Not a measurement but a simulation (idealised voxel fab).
This is a process module. Its name is voxel transistor to metal.
The width of the displayed cross-section, cut, is 295 nm; its cells are square, with a size of 5 nm.
Think of the cross-section as a grid of square cells. We describe it in bands, top to bottom, and each band covers one or more rows of those cells. Each band's line starts with the height of the band's top and of its bottom, in nm. Then come its materials from left to right, each with its width in nm. One material with "everywhere" fills the band from edge to edge. "empty" is empty space. Counting heights begins at 0, where everything beneath is, in the wafer as received, one material. The lowest band has no bottom; it goes on downwards, as "z 0 and below" shows. Per-row width for "30->40": begins at first number (top row of band), ends at second number (bottom row), increment between rows held constant. "nothing got changed", as given for a step, is the statement that not any cell of the cross-section underwent a change during that step. If an empty space has no open way to the top and is at least 8 cells in size, "Closed void roster" lists it, written width x height at distance, where distance is measured from the left edge and every value is in nm. It should be noted that, on the line of a given step, the content following the step's settings is a remark produced by the simulator itself with respect to that step. If you see "overlay nm" on a step's line and that step has a mask, it's telling you how far right of where it was planned the mask ended up; a negative number means it went left instead.

## So here's the lineup of process steps we planned
1) RECEIVE with material Si
2) CONFORMAL_DEP with material SiO2, thk nm 5
3) CONFORMAL_DEP with material SiN, thk nm 15
4) PATTERN with tone cover, mask id ACTIVE, material resist, width nm 110, pitch nm 140, thk nm 20, overlay nm 0
5) DIRECTIONAL_ETCH with etch materials SiN, depth nm 15
6) DIRECTIONAL_ETCH with etch materials SiO2, depth nm 5
7) DIRECTIONAL_ETCH with etch materials Si, depth nm 35
8) STRIP with etch materials resist
9) OXIDIZE with depth nm 5
10) FILL_DEP with material SiO2, thk nm 15
11) CMP with height nm 20
12) SELECTIVE_ETCH with etch materials SiO2, depth nm 10
13) STRIP with etch materials SiN
14) SELECTIVE_ETCH with etch materials SiO2, depth nm 5
15) OXIDIZE with depth nm 5
16) DIRECTIONAL_DEP with material polySi, thk nm 30
17) DIRECTIONAL_DEP with material SiCN, thk nm 15
18) MASKED_ETCH with tone cover, mask id GATE, width nm 20, pitch nm 140, etch materials SiCN, depth nm 25, overlay nm 0
19) MASKED_ETCH with tone cover, mask id GATE, width nm 20, pitch nm 140, etch materials polySi, depth nm 40, overlay nm 0
20) CONFORMAL_DEP with material SiO2, thk nm 5
21) DIRECTIONAL_ETCH with etch materials SiO2, depth nm 5
22) CONFORMAL_DEP with material SiN, thk nm 5
23) DIRECTIONAL_ETCH with etch materials SiN, depth nm 5
24) DIRECTIONAL_ETCH with etch materials SiO2, depth nm 5
25) EPI with material nSi, thk nm 5
26) FILL_DEP with material SiO2, thk nm 5
27) CMP with height nm 45
28) DIRECTIONAL_DEP with material SiO2, thk nm 15
29) PATTERN with tone open, mask id CONTACT, material resist, width nm 35, thk nm 15, overlay nm 0
30) DIRECTIONAL_ETCH with etch materials SiO2, depth nm 60
31) STRIP with etch materials resist
32) CONFORMAL_DEP with material TiN, thk nm 5
33) FILL_DEP with material Ru, thk nm 5
34) CMP with height nm 60
35) DIRECTIONAL_DEP with material TiN, thk nm 5
36) DIRECTIONAL_DEP with material Ru, thk nm 15
37) MASKED_ETCH with tone cover, mask id METAL_1, width nm 20, etch materials Ru, depth nm 15, overlay nm 0
38) MASKED_ETCH with tone cover, mask id METAL_1, width nm 20, etch materials TiN, depth nm 5, overlay nm 0
39) FILL_DEP with material SiO2, thk nm 5
40) CMP with height nm 80
41) CONFORMAL_DEP with material SiCN, thk nm 5
42) DIRECTIONAL_DEP with material lowk, thk nm 30
43) DIRECTIONAL_DEP with material aC, thk nm 10
44) PATTERN with tone open, mask id METAL_2, material resist, width nm 20, pitch nm 140, thk nm 30, overlay nm 0
45) DIRECTIONAL_ETCH with etch materials aC, depth nm 10
46) STRIP with etch materials resist
47) DIRECTIONAL_ETCH with etch materials lowk, depth nm 15
48) STRIP with etch materials aC
49) PATTERN with tone open, mask id METAL_2_HOLES, material resist, width nm 15, pitch nm 140, thk nm 15, overlay nm 0
50) DIRECTIONAL_ETCH with etch materials lowk, depth nm 15
51) DIRECTIONAL_ETCH with etch materials SiCN, depth nm 5
52) STRIP with etch materials resist
53) CONFORMAL_DEP with material TiN, thk nm 5
54) FILL_DEP with material Ru, thk nm 10
55) CMP with height nm 115
56) CONFORMAL_DEP with material SiN, thk nm 5

## Wafer, first of two, run as planned

## Here's what the wafer looked like in cross-section when it arrived - that's after step 1
* z 0 and below: Si everywhere
* Closed void roster: none

## After step 2, in cross-section
* z 5 to 0: SiO2 everywhere
* Heights below 0 show no change.

## After step 3, in cross-section
* z 20 to 5: SiN everywhere
* Heights below 5 show no change.

## After step 4, in cross-section
* z 40 to 20: empty (20); resist (110); empty (30); resist (110); empty (25)
* Heights below 20 show no change.

## After step 5, in cross-section
* z 40 to 20: empty (20); resist (110); empty (30); resist (110); empty (25)
* z 20 to 5: empty (20); SiN (110); empty (30); SiN (110); empty (25)
* Heights below 5 show no change.

## After step 6, in cross-section
* z 40 to 20: empty (20); resist (110); empty (30); resist (110); empty (25)
* z 20 to 5: empty (20); SiN (110); empty (30); SiN (110); empty (25)
* z 5 to 0: empty (20); SiO2 (110); empty (30); SiO2 (110); empty (25)
* Heights below 0 show no change.

## After step 7, in cross-section
* z 40 to 20: empty (20); resist (110); empty (30); resist (110); empty (25)
* z 20 to 5: empty (20); SiN (110); empty (30); SiN (110); empty (25)
* z 5 to 0: empty (20); SiO2 (110); empty (30); SiO2 (110); empty (25)
* z 0 to -35: empty (20); Si (110); empty (30); Si (110); empty (25)
* Heights below -35 show no change.

## After step 8, in cross-section
* z 20 to 5: empty (20); SiN (110); empty (30); SiN (110); empty (25)
* Heights below 5 show no change.

## After step 9, in cross-section
* z 20 to 5: empty (20); SiN (110); empty (30); SiN (110); empty (25)
* z 5 to 0: empty (20); SiO2 (110); empty (30); SiO2 (110); empty (25)
* z 0 to -35: empty (20); SiO2 (5); Si (100); SiO2 (5); empty (30); SiO2 (5); Si (100); SiO2 (5); empty (25)
* z -35 to -40: SiO2 (25); Si (100); SiO2 (40); Si (100); SiO2 (30)
* Heights below -40 show no change.

## After step 10, in cross-section
* z 35 to 20: SiO2 everywhere
* z 20 to 5: SiO2 (20); SiN (110); SiO2 (30); SiN (110); SiO2 (25)
* z 5 to 0: SiO2 everywhere
* z 0 to -40: SiO2 (25); Si (100); SiO2 (40); Si (100); SiO2 (30)
* Heights below -40 show no change.

## After step 11, in cross-section
* z 20 to 5: SiO2 (20); SiN (110); SiO2 (30); SiN (110); SiO2 (25)
* Heights below 5 show no change.

## After step 12, in cross-section
* z 20 to 10: empty (20); SiN (110); empty (30); SiN (110); empty (25)
* Heights below 10 show no change.

## After step 13, in cross-section
* z 10 to 5: SiO2 (20); empty (110); SiO2 (30); empty (110); SiO2 (25)
* Heights below 5 show no change.

## After step 14, in cross-section
* z 5 to 0: SiO2 (15); empty (120); SiO2 (20); empty (120); SiO2 (20)
* Heights below 0 show no change.

## After step 15, in cross-section
* z 5 to 0: SiO2 (15); empty (120); SiO2 (20); empty (120); SiO2 (20)
* z 0 to -5: SiO2 everywhere
* Heights below -5 show no change.

## After step 16, in cross-section
* z 35 to 30: polySi (15); empty (120); polySi (20); empty (120); polySi (20)
* z 30 to 5: polySi everywhere
* z 5 to 0: SiO2 (15); polySi (120); SiO2 (20); polySi (120); SiO2 (20)
* Heights below 0 show no change.

## After step 17, in cross-section
* z 50 to 45: SiCN (15); empty (120); SiCN (20); empty (120); SiCN (20)
* z 45 to 35: SiCN everywhere
* z 35 to 30: polySi (15); SiCN (120); polySi (20); SiCN (120); polySi (20)
* Heights below 30 show no change.

## After step 18, in cross-section
* z 45 to 35: empty (65); SiCN (20); empty (120); SiCN (20); empty (70)
* z 35 to 30: polySi (15); empty (50); SiCN (20); empty (50); polySi (20); empty (50); SiCN (20); empty (50); polySi (20)
* Heights below 30 show no change.

## After step 19, in cross-section
* z 45 to 30: empty (65); SiCN (20); empty (120); SiCN (20); empty (70)
* z 30 to 5: empty (65); polySi (20); empty (120); polySi (20); empty (70)
* z 5 to 0: SiO2 (15); empty (50); polySi (20); empty (50); SiO2 (20); empty (50); polySi (20); empty (50); SiO2 (20)
* Heights below 0 show no change.

## After step 20, in cross-section
* z 50 to 45: empty (60); SiO2 (30); empty (110); SiO2 (30); empty (65)
* z 45 to 30: empty (60); SiO2 (5); SiCN (20); SiO2 (5); empty (110); SiO2 (5); SiCN (20); SiO2 (5); empty (65)
* z 30 to 10: empty (60); SiO2 (5); polySi (20); SiO2 (5); empty (110); SiO2 (5); polySi (20); SiO2 (5); empty (65)
* z 10 to 5: SiO2 (20); empty (40); SiO2 (5); polySi (20); SiO2 (5); empty (40); SiO2 (30); empty (40); SiO2 (5); polySi (20); SiO2 (5); empty (40); SiO2 (25)
* z 5 to 0: SiO2 (65); polySi (20); SiO2 (120); polySi (20); SiO2 (70)
* Heights below 0 show no change.

## After step 21, in cross-section
* z 45 to 30: empty (60); SiO2 (5); SiCN (20); SiO2 (5); empty (110); SiO2 (5); SiCN (20); SiO2 (5); empty (65)
* z 30 to 5: empty (60); SiO2 (5); polySi (20); SiO2 (5); empty (110); SiO2 (5); polySi (20); SiO2 (5); empty (65)
* z 5 to 0: SiO2 (20); empty (40); SiO2 (5); polySi (20); SiO2 (5); empty (40); SiO2 (30); empty (40); SiO2 (5); polySi (20); SiO2 (5); empty (40); SiO2 (25)
* Heights below 0 show no change.

## After step 22, in cross-section
* z 50 to 45: empty (55); SiN (40); empty (100); SiN (40); empty (60)
* z 45 to 30: empty (55); SiN (5); SiO2 (5); SiCN (20); SiO2 (5); SiN (5); empty (100); SiN (5); SiO2 (5); SiCN (20); SiO2 (5); SiN (5); empty (60)
* z 30 to 10: empty (55); SiN (5); SiO2 (5); polySi (20); SiO2 (5); SiN (5); empty (100); SiN (5); SiO2 (5); polySi (20); SiO2 (5); SiN (5); empty (60)
* z 10 to 5: SiN (25); empty (30); SiN (5); SiO2 (5); polySi (20); SiO2 (5); SiN (5); empty (30); SiN (40); empty (30); SiN (5); SiO2 (5); polySi (20); SiO2 (5); SiN (5); empty (30); SiN (30)
* z 5 to 0: SiO2 (20); SiN (40); SiO2 (5); polySi (20); SiO2 (5); SiN (40); SiO2 (30); SiN (40); SiO2 (5); polySi (20); SiO2 (5); SiN (40); SiO2 (25)
* Heights below 0 show no change.

## After step 23, in cross-section
* z 45 to 30: empty (55); SiN (5); SiO2 (5); SiCN (20); SiO2 (5); SiN (5); empty (100); SiN (5); SiO2 (5); SiCN (20); SiO2 (5); SiN (5); empty (60)
* z 30 to 5: empty (55); SiN (5); SiO2 (5); polySi (20); SiO2 (5); SiN (5); empty (100); SiN (5); SiO2 (5); polySi (20); SiO2 (5); SiN (5); empty (60)
* z 5 to 0: SiO2 (20); SiN (5); empty (30); SiN (5); SiO2 (5); polySi (20); SiO2 (5); SiN (5); empty (30); SiN (5); SiO2 (30); SiN (5); empty (30); SiN (5); SiO2 (5); polySi (20); SiO2 (5); SiN (5); empty (30); SiN (5); SiO2 (25)
* Heights below 0 show no change.

## After step 24, in cross-section
* z 45 to 40: empty (55); SiN (5); empty (5); SiCN (20); empty (5); SiN (5); empty (100); SiN (5); empty (5); SiCN (20); empty (5); SiN (5); empty (60)
* z 40 to 30: empty (55); SiN (5); SiO2 (5); SiCN (20); SiO2 (5); SiN (5); empty (100); SiN (5); SiO2 (5); SiCN (20); SiO2 (5); SiN (5); empty (60)
* z 30 to 5: empty (55); SiN (5); SiO2 (5); polySi (20); SiO2 (5); SiN (5); empty (100); SiN (5); SiO2 (5); polySi (20); SiO2 (5); SiN (5); empty (60)
* z 5 to 0: empty (20); SiN (5); empty (30); SiN (5); SiO2 (5); polySi (20); SiO2 (5); SiN (5); empty (30); SiN (5); empty (30); SiN (5); empty (30); SiN (5); SiO2 (5); polySi (20); SiO2 (5); SiN (5); empty (30); SiN (5); empty (25)
* z 0 to -5: SiO2 (25); empty (30); SiO2 (40); empty (30); SiO2 (40); empty (30); SiO2 (40); empty (30); SiO2 (30)
* Heights below -5 show no change.

## After step 25, in cross-section
* z 45 to 40: empty (55); SiN (5); empty (5); SiCN (20); empty (5); SiN (5); empty (100); SiN (5); empty (5); SiCN (20); empty (5); SiN (5); empty (60)
* z 40 to 30: empty (55); SiN (5); SiO2 (5); SiCN (20); SiO2 (5); SiN (5); empty (100); SiN (5); SiO2 (5); SiCN (20); SiO2 (5); SiN (5); empty (60)
* z 30 to 5: empty (55); SiN (5); SiO2 (5); polySi (20); SiO2 (5); SiN (5); empty (100); SiN (5); SiO2 (5); polySi (20); SiO2 (5); SiN (5); empty (60)
* z 5 to 0: empty (20); SiN (5); empty (30); SiN (5); SiO2 (5); polySi (20); SiO2 (5); SiN (5); empty (30); SiN (5); empty (30); SiN (5); empty (30); SiN (5); SiO2 (5); polySi (20); SiO2 (5); SiN (5); empty (30); SiN (5); empty (25)
* z 0 to -5: SiO2 (25); nSi (30); SiO2 (40); nSi (30); SiO2 (40); nSi (30); SiO2 (40); nSi (30); SiO2 (30)
* Heights below -5 show no change.

## After step 26, in cross-section
* z 50 to 45: SiO2 everywhere
* z 45 to 30: SiO2 (55); SiN (5); SiO2 (5); SiCN (20); SiO2 (5); SiN (5); SiO2 (100); SiN (5); SiO2 (5); SiCN (20); SiO2 (5); SiN (5); SiO2 (60)
* z 30 to 5: SiO2 (55); SiN (5); SiO2 (5); polySi (20); SiO2 (5); SiN (5); SiO2 (100); SiN (5); SiO2 (5); polySi (20); SiO2 (5); SiN (5); SiO2 (60)
* z 5 to 0: SiO2 (20); SiN (5); SiO2 (30); SiN (5); SiO2 (5); polySi (20); SiO2 (5); SiN (5); SiO2 (30); SiN (5); SiO2 (30); SiN (5); SiO2 (30); SiN (5); SiO2 (5); polySi (20); SiO2 (5); SiN (5); SiO2 (30); SiN (5); SiO2 (25)
* Heights below 0 show no change.

## After step 27, in cross-section
* z 45 to 30: SiO2 (55); SiN (5); SiO2 (5); SiCN (20); SiO2 (5); SiN (5); SiO2 (100); SiN (5); SiO2 (5); SiCN (20); SiO2 (5); SiN (5); SiO2 (60)
* Heights below 30 show no change.

## After step 28, in cross-section
* z 60 to 45: SiO2 everywhere
* Heights below 45 show no change.

## After step 29, in cross-section
* z 75 to 60: resist (25); empty (35); resist (30); empty (35); resist (40); empty (35); resist (30); empty (35); resist (30)
* Heights below 60 show no change.

## After step 30, in cross-section
* z 75 to 60: resist (25); empty (35); resist (30); empty (35); resist (40); empty (35); resist (30); empty (35); resist (30)
* z 60 to 45: SiO2 (25); empty (35); SiO2 (30); empty (35); SiO2 (40); empty (35); SiO2 (30); empty (35); SiO2 (30)
* z 45 to 30: SiO2 (25); empty (30); SiN (5); SiO2 (5); SiCN (20); SiO2 (5); SiN (5); empty (30); SiO2 (40); empty (30); SiN (5); SiO2 (5); SiCN (20); SiO2 (5); SiN (5); empty (30); SiO2 (30)
* z 30 to 5: SiO2 (25); empty (30); SiN (5); SiO2 (5); polySi (20); SiO2 (5); SiN (5); empty (30); SiO2 (40); empty (30); SiN (5); SiO2 (5); polySi (20); SiO2 (5); SiN (5); empty (30); SiO2 (30)
* z 5 to 0: SiO2 (20); SiN (5); empty (30); SiN (5); SiO2 (5); polySi (20); SiO2 (5); SiN (5); empty (30); SiN (5); SiO2 (30); SiN (5); empty (30); SiN (5); SiO2 (5); polySi (20); SiO2 (5); SiN (5); empty (30); SiN (5); SiO2 (25)
* Heights below 0 show no change.

## After step 31, in cross-section
* z 60 to 45: SiO2 (25); empty (35); SiO2 (30); empty (35); SiO2 (40); empty (35); SiO2 (30); empty (35); SiO2 (30)
* Heights below 45 show no change.

## After step 32, in cross-section
* z 65 to 60: TiN (30); empty (25); TiN (40); empty (25); TiN (50); empty (25); TiN (40); empty (25); TiN (35)
* z 60 to 50: SiO2 (25); TiN (5); empty (25); TiN (5); SiO2 (30); TiN (5); empty (25); TiN (5); SiO2 (40); TiN (5); empty (25); TiN (5); SiO2 (30); TiN (5); empty (25); TiN (5); SiO2 (30)
* z 50 to 45: SiO2 (25); TiN (5); empty (20); TiN (10); SiO2 (30); TiN (10); empty (20); TiN (5); SiO2 (40); TiN (5); empty (20); TiN (10); SiO2 (30); TiN (10); empty (20); TiN (5); SiO2 (30)
* z 45 to 30: SiO2 (25); TiN (5); empty (20); TiN (5); SiN (5); SiO2 (5); SiCN (20); SiO2 (5); SiN (5); TiN (5); empty (20); TiN (5); SiO2 (40); TiN (5); empty (20); TiN (5); SiN (5); SiO2 (5); SiCN (20); SiO2 (5); SiN (5); TiN (5); empty (20); TiN (5); SiO2 (30)
* z 30 to 5: SiO2 (25); TiN (5); empty (20); TiN (5); SiN (5); SiO2 (5); polySi (20); SiO2 (5); SiN (5); TiN (5); empty (20); TiN (5); SiO2 (40); TiN (5); empty (20); TiN (5); SiN (5); SiO2 (5); polySi (20); SiO2 (5); SiN (5); TiN (5); empty (20); TiN (5); SiO2 (30)
* z 5 to 0: SiO2 (20); SiN (5); TiN (30); SiN (5); SiO2 (5); polySi (20); SiO2 (5); SiN (5); TiN (30); SiN (5); SiO2 (30); SiN (5); TiN (30); SiN (5); SiO2 (5); polySi (20); SiO2 (5); SiN (5); TiN (30); SiN (5); SiO2 (25)
* Heights below 0 show no change.

## After step 33, in cross-section
* z 70 to 65: Ru everywhere
* z 65 to 60: TiN (30); Ru (25); TiN (40); Ru (25); TiN (50); Ru (25); TiN (40); Ru (25); TiN (35)
* z 60 to 50: SiO2 (25); TiN (5); Ru (25); TiN (5); SiO2 (30); TiN (5); Ru (25); TiN (5); SiO2 (40); TiN (5); Ru (25); TiN (5); SiO2 (30); TiN (5); Ru (25); TiN (5); SiO2 (30)
* z 50 to 45: SiO2 (25); TiN (5); Ru (20); TiN (10); SiO2 (30); TiN (10); Ru (20); TiN (5); SiO2 (40); TiN (5); Ru (20); TiN (10); SiO2 (30); TiN (10); Ru (20); TiN (5); SiO2 (30)
* z 45 to 30: SiO2 (25); TiN (5); Ru (20); TiN (5); SiN (5); SiO2 (5); SiCN (20); SiO2 (5); SiN (5); TiN (5); Ru (20); TiN (5); SiO2 (40); TiN (5); Ru (20); TiN (5); SiN (5); SiO2 (5); SiCN (20); SiO2 (5); SiN (5); TiN (5); Ru (20); TiN (5); SiO2 (30)
* z 30 to 5: SiO2 (25); TiN (5); Ru (20); TiN (5); SiN (5); SiO2 (5); polySi (20); SiO2 (5); SiN (5); TiN (5); Ru (20); TiN (5); SiO2 (40); TiN (5); Ru (20); TiN (5); SiN (5); SiO2 (5); polySi (20); SiO2 (5); SiN (5); TiN (5); Ru (20); TiN (5); SiO2 (30)
* Heights below 5 show no change.

## After step 34, in cross-section
* z 60 to 50: SiO2 (25); TiN (5); Ru (25); TiN (5); SiO2 (30); TiN (5); Ru (25); TiN (5); SiO2 (40); TiN (5); Ru (25); TiN (5); SiO2 (30); TiN (5); Ru (25); TiN (5); SiO2 (30)
* Heights below 50 show no change.

## After step 35, in cross-section
* z 65 to 60: TiN everywhere
* Heights below 60 show no change.

## After step 36, in cross-section
* z 80 to 65: Ru everywhere
* Heights below 65 show no change.

## After step 37, in cross-section
* z 80 to 65: empty (25); Ru (20); empty (60); Ru (20); empty (40); Ru (20); empty (60); Ru (20); empty (30)
* Heights below 65 show no change.

## After step 38, in cross-section
* z 80 to 65: empty (25); Ru (20); empty (60); Ru (20); empty (40); Ru (20); empty (60); Ru (20); empty (30)
* z 65 to 60: empty (25); TiN (20); empty (60); TiN (20); empty (40); TiN (20); empty (60); TiN (20); empty (30)
* Heights below 60 show no change.

## After step 39, in cross-section
* z 85 to 80: SiO2 everywhere
* z 80 to 65: SiO2 (25); Ru (20); SiO2 (60); Ru (20); SiO2 (40); Ru (20); SiO2 (60); Ru (20); SiO2 (30)
* z 65 to 60: SiO2 (25); TiN (20); SiO2 (60); TiN (20); SiO2 (40); TiN (20); SiO2 (60); TiN (20); SiO2 (30)
* Heights below 60 show no change.

## After step 40, in cross-section
* z 80 to 65: SiO2 (25); Ru (20); SiO2 (60); Ru (20); SiO2 (40); Ru (20); SiO2 (60); Ru (20); SiO2 (30)
* Heights below 65 show no change.

## After step 41, in cross-section
* z 85 to 80: SiCN everywhere
* Heights below 80 show no change.

## After step 42, in cross-section
* z 115 to 85: lowk everywhere
* Heights below 85 show no change.

## After step 43, in cross-section
* z 125 to 115: aC everywhere
* Heights below 115 show no change.

## After step 44, in cross-section
* z 155 to 125: resist (25); empty (20); resist (120); empty (20); resist (110)
* Heights below 125 show no change.

## After step 45, in cross-section
* z 145 to 125: resist (25); empty (20); resist (120); empty (20); resist (110)
* z 125 to 115: aC (25); empty (20); aC (120); empty (20); aC (110)
* Heights below 115 show no change.

## After step 46, in cross-section
* z 125 to 115: aC (25); empty (20); aC (120); empty (20); aC (110)
* Heights below 115 show no change.

## After step 47, in cross-section
* z 125 to 115: aC (25); empty (20); aC (120); empty (20); aC (110)
* z 115 to 100: lowk (25); empty (20); lowk (120); empty (20); lowk (110)
* Heights below 100 show no change.

## After step 48, in cross-section
* z 115 to 100: lowk (25); empty (20); lowk (120); empty (20); lowk (110)
* Heights below 100 show no change.

## After step 49, in cross-section
* z 130 to 115: resist (25); empty (15); resist (125); empty (15); resist (115)
* z 115 to 100: lowk (25); empty (15); resist (5); lowk (120); empty (15); resist (5); lowk (110)
* Heights below 100 show no change.

## After step 50, in cross-section
* z 130 to 115: resist (25); empty (15); resist (125); empty (15); resist (115)
* z 115 to 100: lowk (25); empty (15); resist (5); lowk (120); empty (15); resist (5); lowk (110)
* z 100 to 85: lowk (25); empty (15); lowk (125); empty (15); lowk (115)
* Heights below 85 show no change.

## After step 51, in cross-section
* z 130 to 115: resist (25); empty (15); resist (125); empty (15); resist (115)
* z 115 to 100: lowk (25); empty (15); resist (5); lowk (120); empty (15); resist (5); lowk (110)
* z 100 to 85: lowk (25); empty (15); lowk (125); empty (15); lowk (115)
* z 85 to 80: SiCN (25); empty (15); SiCN (125); empty (15); SiCN (115)
* Heights below 80 show no change.

## After step 52, in cross-section
* z 115 to 100: lowk (25); empty (20); lowk (120); empty (20); lowk (110)
* Heights below 100 show no change.

## After step 53, in cross-section
* z 120 to 115: TiN (30); empty (10); TiN (130); empty (10); TiN (115)
* z 115 to 105: lowk (25); TiN (5); empty (10); TiN (5); lowk (120); TiN (5); empty (10); TiN (5); lowk (110)
* z 105 to 100: lowk (25); TiN (5); empty (5); TiN (10); lowk (120); TiN (5); empty (5); TiN (10); lowk (110)
* z 100 to 85: lowk (25); TiN (5); empty (5); TiN (5); lowk (125); TiN (5); empty (5); TiN (5); lowk (115)
* z 85 to 80: SiCN (25); TiN (15); SiCN (125); TiN (15); SiCN (115)
* Heights below 80 show no change.

## After step 54, in cross-section
* z 130 to 120: Ru everywhere
* z 120 to 115: TiN (30); Ru (10); TiN (130); Ru (10); TiN (115)
* z 115 to 105: lowk (25); TiN (5); Ru (10); TiN (5); lowk (120); TiN (5); Ru (10); TiN (5); lowk (110)
* z 105 to 100: lowk (25); TiN (5); Ru (5); TiN (10); lowk (120); TiN (5); Ru (5); TiN (10); lowk (110)
* z 100 to 85: lowk (25); TiN (5); Ru (5); TiN (5); lowk (125); TiN (5); Ru (5); TiN (5); lowk (115)
* Heights below 85 show no change.

## After step 55, in cross-section
* z 115 to 105: lowk (25); TiN (5); Ru (10); TiN (5); lowk (120); TiN (5); Ru (10); TiN (5); lowk (110)
* Heights below 105 show no change.

## After step 56, in cross-section
* z 120 to 115: SiN everywhere
* Heights below 115 show no change.

## Wafer two of the pair: same origin, same plan, one error during the run; identical to wafer one up to and including step 54

Cross-section: second wafer, time at which step 55 was scheduled to end: nothing got changed

## Cross-section: second wafer, time at which step 56 was scheduled to end
* z 135 to 130: SiN everywhere
* Heights below 130 show no change.
Misprocessing identified: step 55 of the plan was excluded from execution and never run
Upon completion, the second wafer contains, in terms of cells, a greater or smaller amount of certain materials than the first wafer: Ru +122 | TiN +55
